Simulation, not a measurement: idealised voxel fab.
Module name: voxel transistor to metal (process module)
The cross-section shown here is cut; it is 195 nm wide and divided into square cells measuring 5 nm on a side.
Cross-section layout: square cells on a grid; listed as bands, top to bottom; a band spans one or more cell rows.
Look at the band entry: it leads with the top's height and the bottom's height in nm. Then it lists the materials left to right, with a width in nm for each. The word "everywhere" on a single material says that material fills the band edge to edge. The word "empty" is empty space.
Height reference: 0 = level under which incoming wafer is all one material. Lowest band: no bottom, runs on downward, e.g. "0 nm and below".
The two numbers in a width such as "30->40" mark its ends across the band: the first belongs to the top row of cells, the second to the bottom row, and from each row to the next the width moves by the same amount.
"left unchanged" for a step: no cell of the cross-section changed in that step.
Entry "Closed cavity list". Content: empty spaces with no open connection to the top, size 8 cells or greater. Each: width x height at distance. Distance: from left edge. Unit: nm.
On each step's line, the part that comes after the settings is the simulator's own comment on the step.
On any step carrying a mask, the "overlay nm" setting, if present on the step's line, tells how far right of its planned place the mask lay; negative values point to the left.
Pairs, read this way: before one process step on the one hand, after it on the other, the after cross-section ending at the lowest band that changed; the step between, settings included, beneath. Same starting wafer throughout, but possibly different runs of this module, so no pair continues from the pair above unless its entry headed "Geometry before processing" says so.

## Geometry before processing
  0 nm and below: Si everywhere
  Closed cavity list: none

## Cross-Section After Step
  10 nm to 0 nm: SiN everywhere
  Below 0, no change.
  Closed cavity list: none
Relating the two cross-sections above, the step in between is CONFORMAL_DEP,material SiN,thk nm 10

Geometry before processing: as in the pair right above, post-step view.

## Cross-Section After Step
  30 nm to 10 nm: empty 40 nm, then resist 110 nm, then empty 45 nm
  Below 10, no change.
  Closed cavity list: none
Relating the two cross-sections above, the step in between is PATTERN,tone cover,mask id ACTIVE,material resist,width nm 110,thk nm 20,overlay nm 0

Geometry before processing: as in the pair right above, post-step view.

## Cross-Section After Step
  30 nm to 10 nm: empty 40 nm, then resist 110 nm, then empty 45 nm
  10 nm to 0 nm: empty 40 nm, then SiN 110 nm, then empty 45 nm
  Below 0, no change.
  Closed cavity list: none
Relating the two cross-sections above, the step in between is DIRECTIONAL_ETCH,etch materials SiN,depth nm 10

Geometry before processing: as in the pair right above, post-step view.

## Cross-Section After Step
  30 nm to 10 nm: empty 40 nm, then resist 110 nm, then empty 45 nm
  10 nm to 0 nm: empty 40 nm, then SiN 110 nm, then empty 45 nm
  0 nm to -20 nm: empty 40 nm, then Si 110 nm, then empty 45 nm
  Below -20, no change.
  Closed cavity list: none
Relating the two cross-sections above, the step in between is DIRECTIONAL_ETCH,etch materials Si,depth nm 20

Geometry before processing: as in the pair right above, post-step view.

## Cross-Section After Step
  10 nm to 0 nm: empty 40 nm, then SiN 110 nm, then empty 45 nm
  Below 0, no change.
  Closed cavity list: none
Relating the two cross-sections above, the step in between is STRIP,etch materials resist

Geometry before processing: as in the pair right above, post-step view.

## Cross-Section After Step
  15 nm to 10 nm: SiO2 everywhere
  10 nm to 0 nm: SiO2 40 nm, then SiN 110 nm, then SiO2 45 nm
  0 nm to -20 nm: SiO2 40 nm, then Si 110 nm, then SiO2 45 nm
  Below -20, no change.
  Closed cavity list: none
Relating the two cross-sections above, the step in between is FILL_DEP,material SiO2,thk nm 5

Geometry before processing: as in the pair right above, post-step view.

## Cross-Section After Step
  10 nm to 0 nm: SiO2 40 nm, then SiN 110 nm, then SiO2 45 nm
  Below 0, no change.
  Closed cavity list: none
Relating the two cross-sections above, the step in between is SELECTIVE_ETCH,etch materials SiO2,depth nm 5

Geometry before processing: as in the pair right above, post-step view.

## Cross-Section After Step
  10 nm to 0 nm: SiO2 40 nm, then empty 110 nm, then SiO2 45 nm
  Below 0, no change.
  Closed cavity list: none
Relating the two cross-sections above, the step in between is STRIP,etch materials SiN

Geometry before processing: as in the pair right above, post-step view.

## Cross-Section After Step
  5 nm to 0 nm: SiO2 35 nm, then empty 120 nm, then SiO2 40 nm
  0 nm to -5 nm: SiO2 35 nm, then empty 5 nm, then Si 110 nm, then empty 5 nm, then SiO2 40 nm
  Below -5, no change.
  Closed cavity list: none
Relating the two cross-sections above, the step in between is SELECTIVE_ETCH,etch materials SiO2,depth nm 5

Geometry before processing: as in the pair right above, post-step view.

## Cross-Section After Step
  5 nm to 0 nm: SiO2 35 nm, then empty 120 nm, then SiO2 40 nm
  0 nm to -5 nm: SiO2 35 nm, then empty 5 nm, then SiO2 110 nm, then empty 5 nm, then SiO2 40 nm
  -5 nm to -10 nm: SiO2 45 nm, then Si 100 nm, then SiO2 50 nm
  Below -10, no change.
  Closed cavity list: none
Relating the two cross-sections above, the step in between is OXIDIZE,depth nm 5

Geometry before processing: as in the pair right above, post-step view.

## Cross-Section After Step
  25 nm to 20 nm: polySi 35 nm, then empty 120 nm, then polySi 40 nm
  20 nm to 15 nm: polySi 35 nm, then empty 5 nm, then polySi 110 nm, then empty 5 nm, then polySi 40 nm
  15 nm to 5 nm: polySi everywhere
  5 nm to 0 nm: SiO2 35 nm, then polySi 120 nm, then SiO2 40 nm
  0 nm to -5 nm: SiO2 35 nm, then polySi 5 nm, then SiO2 110 nm, then polySi 5 nm, then SiO2 40 nm
  Below -5, no change.
  Closed cavity list: none
Relating the two cross-sections above, the step in between is DIRECTIONAL_DEP,material polySi,thk nm 20

Geometry before processing: as in the pair right above, post-step view.

## Cross-Section After Step
  40 nm to 35 nm: SiCN 35 nm, then empty 120 nm, then SiCN 40 nm
  35 nm to 30 nm: SiCN 35 nm, then empty 5 nm, then SiCN 110 nm, then empty 5 nm, then SiCN 40 nm
  30 nm to 25 nm: SiCN everywhere
  25 nm to 20 nm: polySi 35 nm, then SiCN 120 nm, then polySi 40 nm
  20 nm to 15 nm: polySi 35 nm, then SiCN 5 nm, then polySi 110 nm, then SiCN 5 nm, then polySi 40 nm
  Below 15, no change.
  Closed cavity list: none
Relating the two cross-sections above, the step in between is DIRECTIONAL_DEP,material SiCN,thk nm 15

Geometry before processing: as in the pair right above, post-step view.

## Cross-Section After Step
  35 nm to 25 nm: empty 80 nm, then SiCN 30 nm, then empty 85 nm
  25 nm to 20 nm: polySi 35 nm, then empty 45 nm, then SiCN 30 nm, then empty 45 nm, then polySi 40 nm
  20 nm to 15 nm: polySi 35 nm, then empty 5 nm, then polySi 110 nm, then empty 5 nm, then polySi 40 nm
  Below 15, no change.
  Closed cavity list: none
Relating the two cross-sections above, the step in between is MASKED_ETCH,tone cover,mask id GATE,width nm 30,etch materials SiCN,depth nm 25,overlay nm 0

Geometry before processing: as in the pair right above, post-step view.

## Cross-Section After Step
  35 nm to 20 nm: empty 80 nm, then SiCN 30 nm, then empty 85 nm
  20 nm to 5 nm: empty 80 nm, then polySi 30 nm, then empty 85 nm
  5 nm to 0 nm: SiO2 35 nm, then empty 45 nm, then polySi 30 nm, then empty 45 nm, then SiO2 40 nm
  0 nm to -5 nm: SiO2 35 nm, then empty 5 nm, then SiO2 110 nm, then empty 5 nm, then SiO2 40 nm
  Below -5, no change.
  Closed cavity list: none
Relating the two cross-sections above, the step in between is MASKED_ETCH,tone cover,mask id GATE,width nm 30,etch materials polySi,depth nm 30,overlay nm 0

Geometry before processing: as in the pair right above, post-step view.

## Cross-Section After Step
  40 nm to 35 nm: empty 75 nm, then SiN 40 nm, then empty 80 nm
  35 nm to 20 nm: empty 75 nm, then SiN 5 nm, then SiCN 30 nm, then SiN 5 nm, then empty 80 nm
  20 nm to 10 nm: empty 75 nm, then SiN 5 nm, then polySi 30 nm, then SiN 5 nm, then empty 80 nm
  10 nm to 5 nm: SiN 40 nm, then empty 35 nm, then SiN 5 nm, then polySi 30 nm, then SiN 5 nm, then empty 35 nm, then SiN 45 nm
  5 nm to 0 nm: SiO2 35 nm, then SiN 45 nm, then polySi 30 nm, then SiN 45 nm, then SiO2 40 nm
  0 nm to -5 nm: SiO2 35 nm, then SiN 5 nm, then SiO2 110 nm, then SiN 5 nm, then SiO2 40 nm
  Below -5, no change.
  Closed cavity list: none
Relating the two cross-sections above, the step in between is CONFORMAL_DEP,material SiN,thk nm 5

Geometry before processing: as in the pair right above, post-step view.

## Cross-Section After Step
  35 nm to 20 nm: empty 75 nm, then SiN 5 nm, then SiCN 30 nm, then SiN 5 nm, then empty 80 nm
  20 nm to 5 nm: empty 75 nm, then SiN 5 nm, then polySi 30 nm, then SiN 5 nm, then empty 80 nm
  5 nm to 0 nm: SiO2 35 nm, then SiN 5 nm, then empty 35 nm, then SiN 5 nm, then polySi 30 nm, then SiN 5 nm, then empty 35 nm, then SiN 5 nm, then SiO2 40 nm
  Below 0, no change.
  Closed cavity list: none
Relating the two cross-sections above, the step in between is DIRECTIONAL_ETCH,etch materials SiN,depth nm 5

Geometry before processing: as in the pair right above, post-step view.

## Cross-Section After Step
  35 nm to 20 nm: empty 75 nm, then SiN 5 nm, then SiCN 30 nm, then SiN 5 nm, then empty 80 nm
  20 nm to 5 nm: empty 75 nm, then SiN 5 nm, then polySi 30 nm, then SiN 5 nm, then empty 80 nm
  5 nm to 0 nm: empty 35 nm, then SiN 5 nm, then empty 35 nm, then SiN 5 nm, then polySi 30 nm, then SiN 5 nm, then empty 35 nm, then SiN 5 nm, then empty 40 nm
  0 nm to -5 nm: SiO2 35 nm, then SiN 5 nm, then empty 35 nm, then SiO2 40 nm, then empty 35 nm, then SiN 5 nm, then SiO2 40 nm
  Below -5, no change.
  Closed cavity list: none
Relating the two cross-sections above, the step in between is DIRECTIONAL_ETCH,etch materials SiO2,depth nm 5

Geometry before processing: as in the pair right above, post-step view.

## Cross-Section After Step
  35 nm to 20 nm: empty 75 nm, then SiN 5 nm, then SiCN 30 nm, then SiN 5 nm, then empty 80 nm
  20 nm to 5 nm: empty 75 nm, then SiN 5 nm, then polySi 30 nm, then SiN 5 nm, then empty 80 nm
  5 nm to 0 nm: empty 35 nm, then SiN 5 nm, then empty 35 nm, then SiN 5 nm, then polySi 30 nm, then SiN 5 nm, then empty 35 nm, then SiN 5 nm, then empty 40 nm
  0 nm to -5 nm: SiO2 35 nm, then SiN 5 nm, then nSi 35 nm, then SiO2 40 nm, then nSi 35 nm, then SiN 5 nm, then SiO2 40 nm
  Below -5, no change.
  Closed cavity list: none
Relating the two cross-sections above, the step in between is EPI,material nSi,thk nm 5

Geometry before processing: as in the pair right above, post-step view.

## Cross-Section After Step
  45 nm to 35 nm: SiO2 everywhere
  35 nm to 20 nm: SiO2 75 nm, then SiN 5 nm, then SiCN 30 nm, then SiN 5 nm, then SiO2 80 nm
  20 nm to 5 nm: SiO2 75 nm, then SiN 5 nm, then polySi 30 nm, then SiN 5 nm, then SiO2 80 nm
  5 nm to 0 nm: SiO2 35 nm, then SiN 5 nm, then SiO2 35 nm, then SiN 5 nm, then polySi 30 nm, then SiN 5 nm, then SiO2 35 nm, then SiN 5 nm, then SiO2 40 nm
  Below 0, no change.
  Closed cavity list: none
Relating the two cross-sections above, the step in between is FILL_DEP,material SiO2,thk nm 10

Geometry before processing: as in the pair right above, post-step view.

## Cross-Section After Step
  20 nm to 5 nm: SiO2 75 nm, then SiN 5 nm, then polySi 30 nm, then SiN 5 nm, then SiO2 80 nm
  Below 5, no change.
  Closed cavity list: none
Relating the two cross-sections above, the step in between is CMP,height nm 20

Geometry before processing: as in the pair right above, post-step view.

## Cross-Section After Step
  20 nm to 5 nm: SiO2 75 nm, then SiN 5 nm, then empty 30 nm, then SiN 5 nm, then SiO2 80 nm
  5 nm to 0 nm: SiO2 35 nm, then SiN 5 nm, then SiO2 35 nm, then SiN 5 nm, then empty 30 nm, then SiN 5 nm, then SiO2 35 nm, then SiN 5 nm, then SiO2 40 nm
  Below 0, no change.
  Closed cavity list: none
Relating the two cross-sections above, the step in between is STRIP,etch materials polySi

Geometry before processing: as in the pair right above, post-step view.

## Cross-Section After Step
  20 nm to 15 nm: empty 75 nm, then SiN 5 nm, then empty 30 nm, then SiN 5 nm, then empty 80 nm
  15 nm to 5 nm: SiO2 75 nm, then SiN 5 nm, then empty 30 nm, then SiN 5 nm, then SiO2 80 nm
  5 nm to 0 nm: SiO2 35 nm, then SiN 5 nm, then SiO2 35 nm, then SiN 5 nm, then empty 30 nm, then SiN 5 nm, then SiO2 35 nm, then SiN 5 nm, then SiO2 40 nm
  0 nm to -5 nm: SiO2 35 nm, then SiN 5 nm, then nSi 35 nm, then empty 40 nm, then nSi 35 nm, then SiN 5 nm, then SiO2 40 nm
  Below -5, no change.
  Closed cavity list: none
Relating the two cross-sections above, the step in between is SELECTIVE_ETCH,etch materials SiO2,depth nm 5

Geometry before processing: as in the pair right above, post-step view.

## Cross-Section After Step
  25 nm to 20 nm: empty 70 nm, then HfO2 15 nm, then empty 20 nm, then HfO2 15 nm, then empty 75 nm
  20 nm to 15 nm: HfO2 75 nm, then SiN 5 nm, then HfO2 5 nm, then empty 20 nm, then HfO2 5 nm, then SiN 5 nm, then HfO2 80 nm
  15 nm to 5 nm: SiO2 75 nm, then SiN 5 nm, then HfO2 5 nm, then empty 20 nm, then HfO2 5 nm, then SiN 5 nm, then SiO2 80 nm
  5 nm to 0 nm: SiO2 35 nm, then SiN 5 nm, then SiO2 35 nm, then SiN 5 nm, then HfO2 5 nm, then empty 20 nm, then HfO2 5 nm, then SiN 5 nm, then SiO2 35 nm, then SiN 5 nm, then SiO2 40 nm
  0 nm to -5 nm: SiO2 35 nm, then SiN 5 nm, then nSi 35 nm, then HfO2 40 nm, then nSi 35 nm, then SiN 5 nm, then SiO2 40 nm
  Below -5, no change.
  Closed cavity list: none
Relating the two cross-sections above, the step in between is CONFORMAL_DEP,material HfO2,thk nm 5

Geometry before processing: as in the pair right above, post-step view.

## Cross-Section After Step
  30 nm to 25 nm: empty 65 nm, then TiN 25 nm, then empty 10 nm, then TiN 25 nm, then empty 70 nm
  25 nm to 20 nm: TiN 70 nm, then HfO2 15 nm, then TiN 5 nm, then empty 10 nm, then TiN 5 nm, then HfO2 15 nm, then TiN 75 nm
  20 nm to 15 nm: HfO2 75 nm, then SiN 5 nm, then HfO2 5 nm, then TiN 5 nm, then empty 10 nm, then TiN 5 nm, then HfO2 5 nm, then SiN 5 nm, then HfO2 80 nm
  15 nm to 5 nm: SiO2 75 nm, then SiN 5 nm, then HfO2 5 nm, then TiN 5 nm, then empty 10 nm, then TiN 5 nm, then HfO2 5 nm, then SiN 5 nm, then SiO2 80 nm
  5 nm to 0 nm: SiO2 35 nm, then SiN 5 nm, then SiO2 35 nm, then SiN 5 nm, then HfO2 5 nm, then TiN 20 nm, then HfO2 5 nm, then SiN 5 nm, then SiO2 35 nm, then SiN 5 nm, then SiO2 40 nm
  Below 0, no change.
  Closed cavity list: none
Relating the two cross-sections above, the step in between is CONFORMAL_DEP,material TiN,thk nm 5

Geometry before processing: as in the pair right above, post-step view.

## Cross-Section After Step
  35 nm to 30 nm: W everywhere
  30 nm to 25 nm: W 65 nm, then TiN 25 nm, then W 10 nm, then TiN 25 nm, then W 70 nm
  25 nm to 20 nm: TiN 70 nm, then HfO2 15 nm, then TiN 5 nm, then W 10 nm, then TiN 5 nm, then HfO2 15 nm, then TiN 75 nm
  20 nm to 15 nm: HfO2 75 nm, then SiN 5 nm, then HfO2 5 nm, then TiN 5 nm, then W 10 nm, then TiN 5 nm, then HfO2 5 nm, then SiN 5 nm, then HfO2 80 nm
  15 nm to 5 nm: SiO2 75 nm, then SiN 5 nm, then HfO2 5 nm, then TiN 5 nm, then W 10 nm, then TiN 5 nm, then HfO2 5 nm, then SiN 5 nm, then SiO2 80 nm
  Below 5, no change.
  Closed cavity list: none
Relating the two cross-sections above, the step in between is FILL_DEP,material W,thk nm 5

Geometry before processing: as in the pair right above, post-step view.

## Cross-Section After Step
  15 nm to 5 nm: SiO2 75 nm, then SiN 5 nm, then HfO2 5 nm, then TiN 5 nm, then W 10 nm, then TiN 5 nm, then HfO2 5 nm, then SiN 5 nm, then SiO2 80 nm
  Below 5, no change.
  Closed cavity list: none
Relating the two cross-sections above, the step in between is CMP,height nm 15

Geometry before processing: as in the pair right above, post-step view.

## Cross-Section After Step
  30 nm to 15 nm: SiO2 everywhere
  Below 15, no change.
  Closed cavity list: none
Relating the two cross-sections above, the step in between is DIRECTIONAL_DEP,material SiO2,thk nm 15

Geometry before processing: as in the pair right above, post-step view.

## Cross-Section After Step
  45 nm to 30 nm: aC everywhere
  Below 30, no change.
  Closed cavity list: none
Relating the two cross-sections above, the step in between is DIRECTIONAL_DEP,material aC,thk nm 15

Geometry before processing: as in the pair right above, post-step view.

## Cross-Section After Step
  80 nm to 45 nm: resist 50 nm, then empty 15 nm, then resist 60 nm, then empty 15 nm, then resist 55 nm
  Below 45, no change.
  Closed cavity list: none
Relating the two cross-sections above, the step in between is PATTERN,tone open,mask id CONTACT,material resist,width nm 15,pitch nm 75,thk nm 35,overlay nm 0

Geometry before processing: as in the pair right above, post-step view.

## Cross-Section After Step
  65 nm to 45 nm: resist 50 nm, then empty 15 nm, then resist 60 nm, then empty 15 nm, then resist 55 nm
  45 nm to 30 nm: aC 50 nm, then empty 15 nm, then aC 60 nm, then empty 15 nm, then aC 55 nm
  Below 30, no change.
  Closed cavity list: none
Relating the two cross-sections above, the step in between is DIRECTIONAL_ETCH,etch materials aC,depth nm 15

Geometry before processing: as in the pair right above, post-step view.

## Cross-Section After Step
  45 nm to 30 nm: aC 50 nm, then empty 15 nm, then aC 60 nm, then empty 15 nm, then aC 55 nm
  Below 30, no change.
  Closed cavity list: none
Relating the two cross-sections above, the step in between is STRIP,etch materials resist

Geometry before processing: as in the pair right above, post-step view.

## Cross-Section After Step
  45 nm to 30 nm: aC 50 nm, then empty 15 nm, then aC 60 nm, then empty 15 nm, then aC 55 nm
  30 nm to 15 nm: SiO2 50 nm, then empty 15 nm, then SiO2 60 nm, then empty 15 nm, then SiO2 55 nm
  15 nm to 5 nm: SiO2 50 nm, then empty 15 nm, then SiO2 10 nm, then SiN 5 nm, then HfO2 5 nm, then TiN 5 nm, then W 10 nm, then TiN 5 nm, then HfO2 5 nm, then SiN 5 nm, then SiO2 10 nm, then empty 15 nm, then SiO2 55 nm
  5 nm to 0 nm: SiO2 35 nm, then SiN 5 nm, then SiO2 10 nm, then empty 15 nm, then SiO2 10 nm, then SiN 5 nm, then HfO2 5 nm, then TiN 20 nm, then HfO2 5 nm, then SiN 5 nm, then SiO2 10 nm, then empty 15 nm, then SiO2 10 nm, then SiN 5 nm, then SiO2 40 nm
  Below 0, no change.
  Closed cavity list: none
Relating the two cross-sections above, the step in between is DIRECTIONAL_ETCH,etch materials SiO2,depth nm 30

Geometry before processing: as in the pair right above, post-step view.

## Cross-Section After Step
  30 nm to 15 nm: SiO2 50 nm, then empty 15 nm, then SiO2 60 nm, then empty 15 nm, then SiO2 55 nm
  Below 15, no change.
  Closed cavity list: none
Relating the two cross-sections above, the step in between is STRIP,etch materials aC

Geometry before processing: as in the pair right above, post-step view.

## Cross-Section After Step
  35 nm to 30 nm: TiN 55 nm, then empty 5 nm, then TiN 70 nm, then empty 5 nm, then TiN 60 nm
  30 nm to 15 nm: SiO2 50 nm, then TiN 5 nm, then empty 5 nm, then TiN 5 nm, then SiO2 60 nm, then TiN 5 nm, then empty 5 nm, then TiN 5 nm, then SiO2 55 nm
  15 nm to 5 nm: SiO2 50 nm, then TiN 5 nm, then empty 5 nm, then TiN 5 nm, then SiO2 10 nm, then SiN 5 nm, then HfO2 5 nm, then TiN 5 nm, then W 10 nm, then TiN 5 nm, then HfO2 5 nm, then SiN 5 nm, then SiO2 10 nm, then TiN 5 nm, then empty 5 nm, then TiN 5 nm, then SiO2 55 nm
  5 nm to 0 nm: SiO2 35 nm, then SiN 5 nm, then SiO2 10 nm, then TiN 15 nm, then SiO2 10 nm, then SiN 5 nm, then HfO2 5 nm, then TiN 20 nm, then HfO2 5 nm, then SiN 5 nm, then SiO2 10 nm, then TiN 15 nm, then SiO2 10 nm, then SiN 5 nm, then SiO2 40 nm
  Below 0, no change.
  Closed cavity list: none
Relating the two cross-sections above, the step in between is CONFORMAL_DEP,material TiN,thk nm 5

Geometry before processing: as in the pair right above, post-step view.

## Cross-Section After Step
  45 nm to 35 nm: Ru everywhere
  35 nm to 30 nm: TiN 55 nm, then Ru 5 nm, then TiN 70 nm, then Ru 5 nm, then TiN 60 nm
  30 nm to 15 nm: SiO2 50 nm, then TiN 5 nm, then Ru 5 nm, then TiN 5 nm, then SiO2 60 nm, then TiN 5 nm, then Ru 5 nm, then TiN 5 nm, then SiO2 55 nm
  15 nm to 5 nm: SiO2 50 nm, then TiN 5 nm, then Ru 5 nm, then TiN 5 nm, then SiO2 10 nm, then SiN 5 nm, then HfO2 5 nm, then TiN 5 nm, then W 10 nm, then TiN 5 nm, then HfO2 5 nm, then SiN 5 nm, then SiO2 10 nm, then TiN 5 nm, then Ru 5 nm, then TiN 5 nm, then SiO2 55 nm
  Below 5, no change.
  Closed cavity list: none
Relating the two cross-sections above, the step in between is FILL_DEP,material Ru,thk nm 10

Geometry before processing: as in the pair right above, post-step view.

## Cross-Section After Step
  30 nm to 15 nm: SiO2 50 nm, then TiN 5 nm, then Ru 5 nm, then TiN 5 nm, then SiO2 60 nm, then TiN 5 nm, then Ru 5 nm, then TiN 5 nm, then SiO2 55 nm
  Below 15, no change.
  Closed cavity list: none
Relating the two cross-sections above, the step in between is CMP,height nm 30

Geometry before processing: as in the pair right above, post-step view.

## Cross-Section After Step
  35 nm to 30 nm: TiN everywhere
  Below 30, no change.
  Closed cavity list: none
Relating the two cross-sections above, the step in between is DIRECTIONAL_DEP,material TiN,thk nm 5

Geometry before processing: as in the pair right above, post-step view.

## Cross-Section After Step
  55 nm to 35 nm: Ru everywhere
  Below 35, no change.
  Closed cavity list: none
Relating the two cross-sections above, the step in between is DIRECTIONAL_DEP,material Ru,thk nm 20

Geometry before processing: as in the pair right above, post-step view.

## Cross-Section After Step
  55 nm to 35 nm: empty 50 nm, then Ru 15 nm, then empty 60 nm, then Ru 15 nm, then empty 55 nm
  Below 35, no change.
  Closed cavity list: none
Relating the two cross-sections above, the step in between is MASKED_ETCH,tone cover,mask id METAL_1,width nm 15,pitch nm 75,etch materials Ru,depth nm 20,overlay nm 0

Geometry before processing: as in the pair right above, post-step view.

## Cross-Section After Step
  55 nm to 35 nm: empty 50 nm, then Ru 15 nm, then empty 60 nm, then Ru 15 nm, then empty 55 nm
  35 nm to 30 nm: empty 50 nm, then TiN 15 nm, then empty 60 nm, then TiN 15 nm, then empty 55 nm
  Below 30, no change.
  Closed cavity list: none
Relating the two cross-sections above, the step in between is MASKED_ETCH,tone cover,mask id METAL_1,width nm 15,pitch nm 75,etch materials TiN,depth nm 5,overlay nm 0

Geometry before processing: as in the pair right above, post-step view.

## Cross-Section After Step
  60 nm to 55 nm: lowk everywhere
  55 nm to 35 nm: lowk 50 nm, then Ru 15 nm, then lowk 60 nm, then Ru 15 nm, then lowk 55 nm
  35 nm to 30 nm: lowk 50 nm, then TiN 15 nm, then lowk 60 nm, then TiN 15 nm, then lowk 55 nm
  Below 30, no change.
  Closed cavity list: none
Relating the two cross-sections above, the step in between is FILL_DEP,material lowk,thk nm 5

Geometry before processing: as in the pair right above, post-step view.

## Cross-Section After Step
  55 nm to 35 nm: lowk 50 nm, then Ru 15 nm, then lowk 60 nm, then Ru 15 nm, then lowk 55 nm
  Below 35, no change.
  Closed cavity list: none
Relating the two cross-sections above, the step in between is CMP,height nm 55

Geometry before processing: as in the pair right above, post-step view.

## Cross-Section After Step
  60 nm to 55 nm: SiCN everywhere
  Below 55, no change.
  Closed cavity list: none
Relating the two cross-sections above, the step in between is CONFORMAL_DEP,material SiCN,thk nm 5

Geometry before processing: as in the pair right above, post-step view.

## Cross-Section After Step
  95 nm to 60 nm: lowk everywhere
  Below 60, no change.
  Closed cavity list: none
Relating the two cross-sections above, the step in between is DIRECTIONAL_DEP,material lowk,thk nm 35

Geometry before processing: as in the pair right above, post-step view.

## Cross-Section After Step
  110 nm to 95 nm: aC everywhere
  Below 95, no change.
  Closed cavity list: none
Relating the two cross-sections above, the step in between is DIRECTIONAL_DEP,material aC,thk nm 15

Geometry before processing: as in the pair right above, post-step view.

## Cross-Section After Step
  145 nm to 110 nm: resist 50 nm, then empty 15 nm, then resist 60 nm, then empty 15 nm, then resist 55 nm
  Below 110, no change.
  Closed cavity list: none
Relating the two cross-sections above, the step in between is PATTERN,tone open,mask id METAL_2,material resist,width nm 15,pitch nm 75,thk nm 35,overlay nm 0

Geometry before processing: as in the pair right above, post-step view.

## Cross-Section After Step
  130 nm to 110 nm: resist 50 nm, then empty 15 nm, then resist 60 nm, then empty 15 nm, then resist 55 nm
  110 nm to 95 nm: aC 50 nm, then empty 15 nm, then aC 60 nm, then empty 15 nm, then aC 55 nm
  Below 95, no change.
  Closed cavity list: none
Relating the two cross-sections above, the step in between is DIRECTIONAL_ETCH,etch materials aC,depth nm 15

Geometry before processing: as in the pair right above, post-step view.

## Cross-Section After Step
  110 nm to 95 nm: aC 50 nm, then empty 15 nm, then aC 60 nm, then empty 15 nm, then aC 55 nm
  Below 95, no change.
  Closed cavity list: none
Relating the two cross-sections above, the step in between is STRIP,etch materials resist

Geometry before processing: as in the pair right above, post-step view.

## Cross-Section After Step
  110 nm to 95 nm: aC 50 nm, then empty 15 nm, then aC 60 nm, then empty 15 nm, then aC 55 nm
  95 nm to 75 nm: lowk 50 nm, then empty 15 nm, then lowk 60 nm, then empty 15 nm, then lowk 55 nm
  Below 75, no change.
  Closed cavity list: none
Relating the two cross-sections above, the step in between is DIRECTIONAL_ETCH,etch materials lowk,depth nm 20

Geometry before processing: as in the pair right above, post-step view.

## Cross-Section After Step
  95 nm to 75 nm: lowk 50 nm, then empty 15 nm, then lowk 60 nm, then empty 15 nm, then lowk 55 nm
  Below 75, no change.
  Closed cavity list: none
Relating the two cross-sections above, the step in between is STRIP,etch materials aC

Geometry before processing: as in the pair right above, post-step view.

## Cross-Section After Step
  110 nm to 95 nm: aC 50 nm, then empty 15 nm, then aC 60 nm, then empty 15 nm, then aC 55 nm
  95 nm to 90 nm: lowk 50 nm, then empty 15 nm, then lowk 60 nm, then empty 15 nm, then lowk 55 nm
  90 nm to 75 nm: lowk 50 nm, then aC 15 nm, then lowk 60 nm, then aC 15 nm, then lowk 55 nm
  Below 75, no change.
  Closed cavity list: none
Relating the two cross-sections above, the step in between is DIRECTIONAL_DEP,material aC,thk nm 15

Geometry before processing: as in the pair right above, post-step view.

## Cross-Section After Step
  145 nm to 110 nm: resist 50 nm, then empty 15 nm, then resist 60 nm, then empty 15 nm, then resist 55 nm
  Below 110, no change.
  Closed cavity list: none
Relating the two cross-sections above, the step in between is PATTERN,tone open,mask id METAL_2_HOLES,material resist,width nm 15,pitch nm 75,thk nm 35,overlay nm 0

Geometry before processing: as in the pair right above, post-step view.

## Cross-Section After Step
  130 nm to 110 nm: resist 50 nm, then empty 15 nm, then resist 60 nm, then empty 15 nm, then resist 55 nm
  110 nm to 95 nm: aC 50 nm, then empty 15 nm, then aC 60 nm, then empty 15 nm, then aC 55 nm
  95 nm to 75 nm: lowk 50 nm, then empty 15 nm, then lowk 60 nm, then empty 15 nm, then lowk 55 nm
  Below 75, no change.
  Closed cavity list: none
Relating the two cross-sections above, the step in between is DIRECTIONAL_ETCH,etch materials aC,depth nm 15

Geometry before processing: as in the pair right above, post-step view.

## Cross-Section After Step
  110 nm to 95 nm: aC 50 nm, then empty 15 nm, then aC 60 nm, then empty 15 nm, then aC 55 nm
  Below 95, no change.
  Closed cavity list: none
Relating the two cross-sections above, the step in between is STRIP,etch materials resist

Geometry before processing: as in the pair right above, post-step view.

## Cross-Section After Step
  110 nm to 95 nm: aC 50 nm, then empty 15 nm, then aC 60 nm, then empty 15 nm, then aC 55 nm
  95 nm to 60 nm: lowk 50 nm, then empty 15 nm, then lowk 60 nm, then empty 15 nm, then lowk 55 nm
  Below 60, no change.
  Closed cavity list: none
Relating the two cross-sections above, the step in between is DIRECTIONAL_ETCH,etch materials lowk,depth nm 15

Geometry before processing: as in the pair right above, post-step view.

## Cross-Section After Step
  110 nm to 95 nm: aC 50 nm, then empty 15 nm, then aC 60 nm, then empty 15 nm, then aC 55 nm
  95 nm to 60 nm: lowk 50 nm, then empty 15 nm, then lowk 60 nm, then empty 15 nm, then lowk 55 nm
  60 nm to 55 nm: SiCN 50 nm, then empty 15 nm, then SiCN 60 nm, then empty 15 nm, then SiCN 55 nm
  Below 55, no change.
  Closed cavity list: none
Relating the two cross-sections above, the step in between is DIRECTIONAL_ETCH,etch materials SiCN,depth nm 5

Geometry before processing: as in the pair right above, post-step view.

## Cross-Section After Step
  95 nm to 60 nm: lowk 50 nm, then empty 15 nm, then lowk 60 nm, then empty 15 nm, then lowk 55 nm
  Below 60, no change.
  Closed cavity list: none
Relating the two cross-sections above, the step in between is STRIP,etch materials aC

Geometry before processing: as in the pair right above, post-step view.

## Cross-Section After Step
  100 nm to 95 nm: TiN 55 nm, then empty 5 nm, then TiN 70 nm, then empty 5 nm, then TiN 60 nm
  95 nm to 60 nm: lowk 50 nm, then TiN 5 nm, then empty 5 nm, then TiN 5 nm, then lowk 60 nm, then TiN 5 nm, then empty 5 nm, then TiN 5 nm, then lowk 55 nm
  60 nm to 55 nm: SiCN 50 nm, then TiN 15 nm, then SiCN 60 nm, then TiN 15 nm, then SiCN 55 nm
  Below 55, no change.
  Closed cavity list: none
Relating the two cross-sections above, the step in between is CONFORMAL_DEP,material TiN,thk nm 5

Geometry before processing: as in the pair right above, post-step view.

## Cross-Section After Step
  105 nm to 100 nm: Ru everywhere
  100 nm to 95 nm: TiN 55 nm, then Ru 5 nm, then TiN 70 nm, then Ru 5 nm, then TiN 60 nm
  95 nm to 60 nm: lowk 50 nm, then TiN 5 nm, then Ru 5 nm, then TiN 5 nm, then lowk 60 nm, then TiN 5 nm, then Ru 5 nm, then TiN 5 nm, then lowk 55 nm
  Below 60, no change.
  Closed cavity list: none
Relating the two cross-sections above, the step in between is FILL_DEP,material Ru,thk nm 5
